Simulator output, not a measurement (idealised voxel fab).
Title: Process Module voxel ribs on slabs
Cross-section cut: width 270 nm, square cells of 5 nm.
Throughout this document, each cross-section is represented as a grid of square cells and is presented as a sequence of bands enumerated from the top downward, where a band comprises one or more rows of cells.
Per band: top height and bottom height in nm, followed by the left-to-right materials and their widths in nm; "edge to edge" marks a single material spanning edge to edge, "empty" marks empty space.
The level at which height equals 0 is the one under which the wafer, as it arrives, is entirely one material. No lower edge exists for the bottom band, which continues downward and is notated as in "0 down".
Graded width ("30 to 40"): value in top row of band = first number; value in bottom row = second number; row-to-row change constant.
What does "nothing changed" mean for a step? It means no cell of the cross-section changed in that step.
"Closed empty spaces" means: voids of 8 cells or more that are shut off from the top with no open way through. Written width x height at distance, distance from the left edge, in nm.
Formally, on a step line, whatever follows the settings is a remark that the simulator itself makes on the step.
overlay nm: on a step with a mask, how far right of its planned place the mask lay; negative means left.
-- So here's the lineup of process steps we planned
1,RECEIVE: material Si
2,DIRECTIONAL_DEP: material SiO2, thk nm 25
3,DIRECTIONAL_DEP: material SiN, thk nm 20
4,PATTERN: tone cover, mask id RIB, material resist, width nm 15, thk nm 20, overlay nm 0
5,DIRECTIONAL_ETCH: etch materials SiN, depth nm 5
6,STRIP: etch materials resist
7,PATTERN: tone cover, mask id SLAB, material resist, width nm 75, thk nm 20, overlay nm 0
8,DIRECTIONAL_ETCH: etch materials SiN, depth nm 15
9,STRIP: etch materials resist
10,FILL_DEP: material SiO2, thk nm 25
11,CMP: height nm 60
12,DIRECTIONAL_DEP: material W, thk nm 5
13,MASKED_ETCH: tone cover, mask id HEATER, width nm 25, etch materials W, depth nm 5, overlay nm 0
14,CONFORMAL_DEP: material SiO2, thk nm 5
-- Wafer cross-section on receipt, i.e. after step 1
  0 down = Si edge to edge
  Closed empty spaces: none
-- The cross-section shown corresponds to the wafer at the conclusion of the module. The initial structure and the process plan are those presented above; however, one mistake occurred in executing the plan
  70 to 65 = 115 of empty, then 35 of SiO2, then 120 of empty
  65 to 60 = 120 of SiO2, then 25 of W, then 125 of SiO2
  60 to 25 = SiN edge to edge
  25 to 0 = SiO2 edge to edge
  0 down = Si edge to edge
  Closed empty spaces: none
What was done differently from what was planned? rather than as planned, step 10 actually ran as FILL_DEP: material SiN, thk nm 25
